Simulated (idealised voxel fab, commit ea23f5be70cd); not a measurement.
Title: Process Module voxel self aligned vias
The cross-section on display is named cut; it measures 210 nm wide, and its cells are 5 nm squares.
Cross-section format: a grid of square cells, given as bands from top to bottom; each band is one or more rows of cells.
Per band: top height and bottom height in nm, followed by the left-to-right materials and their widths in nm; "throughout" marks a single material spanning edge to edge, "air" marks empty space.
Heads up on the height convention: 0 is the point under which the incoming wafer is all one material, and the lowest band has no bottom, it just keeps going down, like "0..down".
A width given as "30->40" starts at the first number in the band's top row and ends at the second number in its bottom row, shifting by an equal amount at every step from row to row.
You'll sometimes find "no change" written for a step, and that's the way of saying that nowhere in the cross-section did a cell change during that step.
Closed empty spaces (no open way to the top) of 8 cells or more are what "Completely sealed voids" lists, each as width x height at distance from the left edge, nm for all three.
Heads up: the bit after the settings on a step's line is the simulator's remark on that step.
Steps that use a mask can have "overlay nm" on their line. It says how far the mask sat to the right of where it was meant to be. Negative means to the left.

-- These are the steps we planned for the process
1 RECEIVE,material Si
2 CONFORMAL_DEP,material SiO2,thk nm 15
3 CONFORMAL_DEP,material SiCN,thk nm 5
4 DIRECTIONAL_DEP,material lowk,thk nm 25
5 PATTERN,tone open,mask id LINES,material resist,width nm 25,pitch nm 50,thk nm 20,overlay nm 0
6 DIRECTIONAL_ETCH,etch materials lowk,depth nm 25
7 STRIP,etch materials resist
8 CONFORMAL_DEP,material TiN,thk nm 5
9 FILL_DEP,material Ru,thk nm 5
10 CMP,height nm 45
11 SELECTIVE_ETCH,etch materials W Ru TiN,depth nm 5
12 FILL_DEP,material SiN,thk nm 10
13 CMP,height nm 45
14 DIRECTIONAL_DEP,material lowk,thk nm 15
15 PATTERN,tone open,mask id VIAS,material resist,width nm 35,pitch nm 100,thk nm 20,overlay nm 0
16 DIRECTIONAL_ETCH,etch materials lowk,depth nm 15
17 DIRECTIONAL_ETCH,etch materials SiN,depth nm 5
18 STRIP,etch materials resist
19 CONFORMAL_DEP,material TiN,thk nm 5
20 FILL_DEP,material Ru,thk nm 5
21 CMP,height nm 60
22 CONFORMAL_DEP,material SiN,thk nm 5

-- Concerning the first of two wafers, which was run in accordance with the plan

-- Step 1 complete: cross-section of the wafer as received
	0..down: Si throughout
	Completely sealed voids: none

-- After step 2: wafer cross-section
	15..0: SiO2 throughout
	Beneath the level 0, the cross-section is identical to its previous state.

-- After step 3: wafer cross-section
	20..15: SiCN throughout
	Beneath the level 15, the cross-section is identical to its previous state.

-- After step 4: wafer cross-section
	45..20: lowk throughout
	Beneath the level 20, the cross-section is identical to its previous state.

-- After step 5: wafer cross-section
	65..45: 40 of resist  25 of air  25 of resist  25 of air  25 of resist  25 of air  45 of resist
	Beneath the level 45, the cross-section is identical to its previous state.

-- After step 6: wafer cross-section
	65..45: 40 of resist  25 of air  25 of resist  25 of air  25 of resist  25 of air  45 of resist
	45..20: 40 of lowk  25 of air  25 of lowk  25 of air  25 of lowk  25 of air  45 of lowk
	Beneath the level 20, the cross-section is identical to its previous state.

-- After step 7: wafer cross-section
	45..20: 40 of lowk  25 of air  25 of lowk  25 of air  25 of lowk  25 of air  45 of lowk
	Beneath the level 20, the cross-section is identical to its previous state.

-- After step 8: wafer cross-section
	50..45: 45 of TiN  15 of air  35 of TiN  15 of air  35 of TiN  15 of air  50 of TiN
	45..25: 40 of lowk  5 of TiN  15 of air  5 of TiN  25 of lowk  5 of TiN  15 of air  5 of TiN  25 of lowk  5 of TiN  15 of air  5 of TiN  45 of lowk
	25..20: 40 of lowk  25 of TiN  25 of lowk  25 of TiN  25 of lowk  25 of TiN  45 of lowk
	Beneath the level 20, the cross-section is identical to its previous state.

-- After step 9: wafer cross-section
	55..50: Ru throughout
	50..45: 45 of TiN  15 of Ru  35 of TiN  15 of Ru  35 of TiN  15 of Ru  50 of TiN
	45..25: 40 of lowk  5 of TiN  15 of Ru  5 of TiN  25 of lowk  5 of TiN  15 of Ru  5 of TiN  25 of lowk  5 of TiN  15 of Ru  5 of TiN  45 of lowk
	Beneath the level 25, the cross-section is identical to its previous state.

-- After step 10: wafer cross-section
	45..25: 40 of lowk  5 of TiN  15 of Ru  5 of TiN  25 of lowk  5 of TiN  15 of Ru  5 of TiN  25 of lowk  5 of TiN  15 of Ru  5 of TiN  45 of lowk
	Beneath the level 25, the cross-section is identical to its previous state.

-- After step 11: wafer cross-section
	45..40: 40 of lowk  25 of air  25 of lowk  25 of air  25 of lowk  25 of air  45 of lowk
	Beneath the level 40, the cross-section is identical to its previous state.

-- After step 12: wafer cross-section
	55..45: SiN throughout
	45..40: 40 of lowk  25 of SiN  25 of lowk  25 of SiN  25 of lowk  25 of SiN  45 of lowk
	Beneath the level 40, the cross-section is identical to its previous state.

-- After step 13: wafer cross-section
	45..40: 40 of lowk  25 of SiN  25 of lowk  25 of SiN  25 of lowk  25 of SiN  45 of lowk
	Beneath the level 40, the cross-section is identical to its previous state.

-- After step 14: wafer cross-section
	60..45: lowk throughout
	Beneath the level 45, the cross-section is identical to its previous state.

-- After step 15: wafer cross-section
	80..60: 35 of resist  35 of air  65 of resist  35 of air  40 of resist
	Beneath the level 60, the cross-section is identical to its previous state.

-- After step 16: wafer cross-section
	80..60: 35 of resist  35 of air  65 of resist  35 of air  40 of resist
	60..45: 35 of lowk  35 of air  65 of lowk  35 of air  40 of lowk
	Beneath the level 45, the cross-section is identical to its previous state.

-- After step 17: wafer cross-section
	80..60: 35 of resist  35 of air  65 of resist  35 of air  40 of resist
	60..45: 35 of lowk  35 of air  65 of lowk  35 of air  40 of lowk
	45..40: 40 of lowk  25 of air  25 of lowk  25 of SiN  25 of lowk  25 of air  45 of lowk
	Beneath the level 40, the cross-section is identical to its previous state.

-- After step 18: wafer cross-section
	60..45: 35 of lowk  35 of air  65 of lowk  35 of air  40 of lowk
	Beneath the level 45, the cross-section is identical to its previous state.

-- After step 19: wafer cross-section
	65..60: 40 of TiN  25 of air  75 of TiN  25 of air  45 of TiN
	60..50: 35 of lowk  5 of TiN  25 of air  5 of TiN  65 of lowk  5 of TiN  25 of air  5 of TiN  40 of lowk
	50..45: 35 of lowk  10 of TiN  15 of air  10 of TiN  65 of lowk  10 of TiN  15 of air  10 of TiN  40 of lowk
	45..40: 40 of lowk  25 of TiN  25 of lowk  25 of SiN  25 of lowk  25 of TiN  45 of lowk
	Beneath the level 40, the cross-section is identical to its previous state.

-- After step 20: wafer cross-section
	70..65: Ru throughout
	65..60: 40 of TiN  25 of Ru  75 of TiN  25 of Ru  45 of TiN
	60..50: 35 of lowk  5 of TiN  25 of Ru  5 of TiN  65 of lowk  5 of TiN  25 of Ru  5 of TiN  40 of lowk
	50..45: 35 of lowk  10 of TiN  15 of Ru  10 of TiN  65 of lowk  10 of TiN  15 of Ru  10 of TiN  40 of lowk
	Beneath the level 45, the cross-section is identical to its previous state.

-- After step 21: wafer cross-section
	60..50: 35 of lowk  5 of TiN  25 of Ru  5 of TiN  65 of lowk  5 of TiN  25 of Ru  5 of TiN  40 of lowk
	Beneath the level 50, the cross-section is identical to its previous state.

-- After step 22: wafer cross-section
	65..60: SiN throughout
	Beneath the level 60, the cross-section is identical to its previous state.

-- The Second Wafer: Common Origin and Plan, One Mistake in Execution, Identical to the First Through Step 4

-- X-section, second wafer, when step 5 was due to finish
	65..45: 40 of air  25 of resist  25 of air  25 of resist  25 of air  25 of resist  45 of air
	Beneath the level 45, the cross-section is identical to its previous state.

-- X-section, second wafer, when step 6 was due to finish
	65..45: 40 of air  25 of resist  25 of air  25 of resist  25 of air  25 of resist  45 of air
	45..20: 40 of air  25 of lowk  25 of air  25 of lowk  25 of air  25 of lowk  45 of air
	Beneath the level 20, the cross-section is identical to its previous state.

-- X-section, second wafer, when step 7 was due to finish
	45..20: 40 of air  25 of lowk  25 of air  25 of lowk  25 of air  25 of lowk  45 of air
	Beneath the level 20, the cross-section is identical to its previous state.

-- X-section, second wafer, when step 8 was due to finish
	50..45: 35 of air  35 of TiN  15 of air  35 of TiN  15 of air  35 of TiN  40 of air
	45..25: 35 of air  5 of TiN  25 of lowk  5 of TiN  15 of air  5 of TiN  25 of lowk  5 of TiN  15 of air  5 of TiN  25 of lowk  5 of TiN  40 of air
	25..20: 40 of TiN  25 of lowk  25 of TiN  25 of lowk  25 of TiN  25 of lowk  45 of TiN
	Beneath the level 20, the cross-section is identical to its previous state.

-- X-section, second wafer, when step 9 was due to finish
	55..50: Ru throughout
	50..45: 35 of Ru  35 of TiN  15 of Ru  35 of TiN  15 of Ru  35 of TiN  40 of Ru
	45..25: 35 of Ru  5 of TiN  25 of lowk  5 of TiN  15 of Ru  5 of TiN  25 of lowk  5 of TiN  15 of Ru  5 of TiN  25 of lowk  5 of TiN  40 of Ru
	Beneath the level 25, the cross-section is identical to its previous state.

-- X-section, second wafer, when step 10 was due to finish
	45..25: 35 of Ru  5 of TiN  25 of lowk  5 of TiN  15 of Ru  5 of TiN  25 of lowk  5 of TiN  15 of Ru  5 of TiN  25 of lowk  5 of TiN  40 of Ru
	Beneath the level 25, the cross-section is identical to its previous state.

-- X-section, second wafer, when step 11 was due to finish
	45..40: 40 of air  25 of lowk  25 of air  25 of lowk  25 of air  25 of lowk  45 of air
	Beneath the level 40, the cross-section is identical to its previous state.

-- X-section, second wafer, when step 12 was due to finish
	55..45: SiN throughout
	45..40: 40 of SiN  25 of lowk  25 of SiN  25 of lowk  25 of SiN  25 of lowk  45 of SiN
	Beneath the level 40, the cross-section is identical to its previous state.

-- X-section, second wafer, when step 13 was due to finish
	45..40: 40 of SiN  25 of lowk  25 of SiN  25 of lowk  25 of SiN  25 of lowk  45 of SiN
	Beneath the level 40, the cross-section is identical to its previous state.

-- X-section, second wafer, when step 14 was due to finish
	60..45: lowk throughout
	Beneath the level 45, the cross-section is identical to its previous state.

-- X-section, second wafer, when step 15 was due to finish
	80..60: 35 of resist  35 of air  65 of resist  35 of air  40 of resist
	Beneath the level 60, the cross-section is identical to its previous state.

-- X-section, second wafer, when step 16 was due to finish
	80..60: 35 of resist  35 of air  65 of resist  35 of air  40 of resist
	60..45: 35 of lowk  35 of air  65 of lowk  35 of air  40 of lowk
	Beneath the level 45, the cross-section is identical to its previous state.

-- X-section, second wafer, when step 17 was due to finish
	80..60: 35 of resist  35 of air  65 of resist  35 of air  40 of resist
	60..45: 35 of lowk  35 of air  65 of lowk  35 of air  40 of lowk
	45..40: 35 of SiN  5 of air  25 of lowk  5 of air  20 of SiN  25 of lowk  20 of SiN  5 of air  25 of lowk  5 of air  40 of SiN
	Beneath the level 40, the cross-section is identical to its previous state.

-- X-section, second wafer, when step 18 was due to finish
	60..45: 35 of lowk  35 of air  65 of lowk  35 of air  40 of lowk
	Beneath the level 45, the cross-section is identical to its previous state.

-- X-section, second wafer, when step 19 was due to finish
	65..60: 40 of TiN  25 of air  75 of TiN  25 of air  45 of TiN
	60..50: 35 of lowk  5 of TiN  25 of air  5 of TiN  65 of lowk  5 of TiN  25 of air  5 of TiN  40 of lowk
	50..45: 35 of lowk  35 of TiN  65 of lowk  35 of TiN  40 of lowk
	45..40: 35 of SiN  5 of TiN  25 of lowk  5 of TiN  20 of SiN  25 of lowk  20 of SiN  5 of TiN  25 of lowk  5 of TiN  40 of SiN
	Beneath the level 40, the cross-section is identical to its previous state.

-- X-section, second wafer, when step 20 was due to finish
	70..65: Ru throughout
	65..60: 40 of TiN  25 of Ru  75 of TiN  25 of Ru  45 of TiN
	60..50: 35 of lowk  5 of TiN  25 of Ru  5 of TiN  65 of lowk  5 of TiN  25 of Ru  5 of TiN  40 of lowk
	Beneath the level 50, the cross-section is identical to its previous state.

-- X-section, second wafer, when step 21 was due to finish
	60..50: 35 of lowk  5 of TiN  25 of Ru  5 of TiN  65 of lowk  5 of TiN  25 of Ru  5 of TiN  40 of lowk
	Beneath the level 50, the cross-section is identical to its previous state.

-- X-section, second wafer, when step 22 was due to finish
	65..60: SiN throughout
	Beneath the level 60, the cross-section is identical to its previous state.
Deviation noted in wafer processing: the process deviated at step 5: the operation and settings actually run there were PATTERN,tone cover,mask id LINES,material resist,width nm 25,pitch nm 50,thk nm 20,overlay nm 0
Wafer comparison, final, in cells, second relative to first, materials more or fewer: 30 more of Ru | 18 more of SiN | 12 more of TiN | 60 fewer of lowk
